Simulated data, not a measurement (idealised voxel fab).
Name of the process module below: voxel gate over fins
250 nm wide, 5 nm square cells: that's cross-section cut.
Cross-sections here: square-cell grids, written as top-down lists of bands, a band being one or more rows of cells. First you get the band's top height and its bottom height, in nm, and then the materials it's made of, left to right, with each width in nm. If you see a single material with "all across", that one covers the band edge to edge. "blank" is empty space. Heights are expressed relative to 0, this being the level below which the as-received wafer comprises one material exclusively. The lowest band is unbounded in the downward direction and is denoted as in "top 0, no bottom". A two-number width, for instance "30..40", indicates that the width is equal to the first number in the top row of the band and to the second number in the bottom row, and that it changes by a constant amount per row of cells. Key: "remained unchanged" - step with no changed cell in the cross-section. Closed empty spaces (no open way to the top) of 8 cells or more are what "Closed voids list" lists, each as width x height at distance from the left edge, nm for all three. Read whatever lies past the settings on a step's line as the simulator's own remark about the step. Among the settings permitted on a step's line is "overlay nm"; applied to a step with a mask, it specifies the extent to which the mask lay to the right of its planned position, whereas a negative figure signifies a position to the left.

HERE'S WHAT THE PLANNED PROCESS STEPS LOOK LIKE
1,RECEIVE | material Si
2,CONFORMAL_DEP | material SiN | thk nm 5
3,MASKED_ETCH | tone cover | mask id FINS | width nm 15 | pitch nm 35 | etch materials SiN | depth nm 5 | overlay nm 0
4,MASKED_ETCH | tone cover | mask id FINS | width nm 15 | pitch nm 35 | etch materials Si | depth nm 35 | overlay nm 0
5,OXIDIZE | depth nm 5
6,FILL_DEP | material SiO2 | thk nm 10
7,CMP | height nm 5
8,SELECTIVE_ETCH | etch materials SiO2 | depth nm 15
9,STRIP | etch materials SiN
10,CONFORMAL_DEP | material HfO2 | thk nm 5
11,CONFORMAL_DEP | material TiN | thk nm 5
12,CONFORMAL_DEP | material TiAl | thk nm 5
13,CONFORMAL_DEP | material TiN | thk nm 5
14,FILL_DEP | material W | thk nm 10
15,CMP | height nm 25
16,CONFORMAL_DEP | material SiN | thk nm 10

STEP 1 COMPLETE: CROSS-SECTION OF THE WAFER AS RECEIVED
- top 0, no bottom: Si all across
- Closed voids list: none

THE PLAN ABOVE WAS CARRIED OUT ON THE STARTING STRUCTURE ABOVE WITH ONE MISTAKE, AND THIS CROSS-SECTION SHOWS THE WAFER AT THE END OF THE MODULE
- top 35, bottom 25: SiN all across
- top 25, bottom 20: W all across
- top 20, bottom 15: W: 85 | TiN: 80 | W: 85
- top 15, bottom 10: W: 85 | TiN: 5 | TiAl: 70 | TiN: 5 | W: 85
- top 10, bottom 5: W: 85 | TiN: 5 | TiAl: 5 | TiN: 25 | TiAl: 10 | TiN: 25 | TiAl: 5 | TiN: 5 | W: 85
- top 5, bottom 0: W: 85 | TiN: 5 | TiAl: 5 | TiN: 5 | HfO2: 15 | TiN: 5 | TiAl: 10 | TiN: 5 | HfO2: 15 | TiN: 5 | TiAl: 5 | TiN: 5 | W: 85
- top 0, bottom -5: W: 85 | TiN: 5 | TiAl: 5 | TiN: 5 | HfO2: 5 | Si: 5 | HfO2: 5 | TiN: 5 | TiAl: 10 | TiN: 5 | HfO2: 5 | Si: 5 | HfO2: 5 | TiN: 5 | TiAl: 5 | TiN: 5 | W: 85
- top -5, bottom -10: TiN: 90 | TiAl: 5 | TiN: 5 | HfO2: 5 | Si: 5 | HfO2: 5 | TiN: 5 | TiAl: 10 | TiN: 5 | HfO2: 5 | Si: 5 | HfO2: 5 | TiN: 5 | TiAl: 5 | TiN: 90
- top -10, bottom -15: TiAl: 95 | TiN: 5 | HfO2: 5 | Si: 5 | HfO2: 5 | TiN: 5 | TiAl: 10 | TiN: 5 | HfO2: 5 | Si: 5 | HfO2: 5 | TiN: 5 | TiAl: 95
- top -15, bottom -20: TiN: 100 | HfO2: 5 | Si: 5 | HfO2: 5 | TiN: 20 | HfO2: 5 | Si: 5 | HfO2: 5 | TiN: 100
- top -20, bottom -25: HfO2: 105 | Si: 5 | HfO2: 30 | Si: 5 | HfO2: 105
- top -25, bottom -40: SiO2: 105 | Si: 5 | SiO2: 30 | Si: 5 | SiO2: 105
- top -40, no bottom: Si all across
- Closed voids list: none
Finding, execution versus plan: it should be noted that step 8 of the plan was executed twice
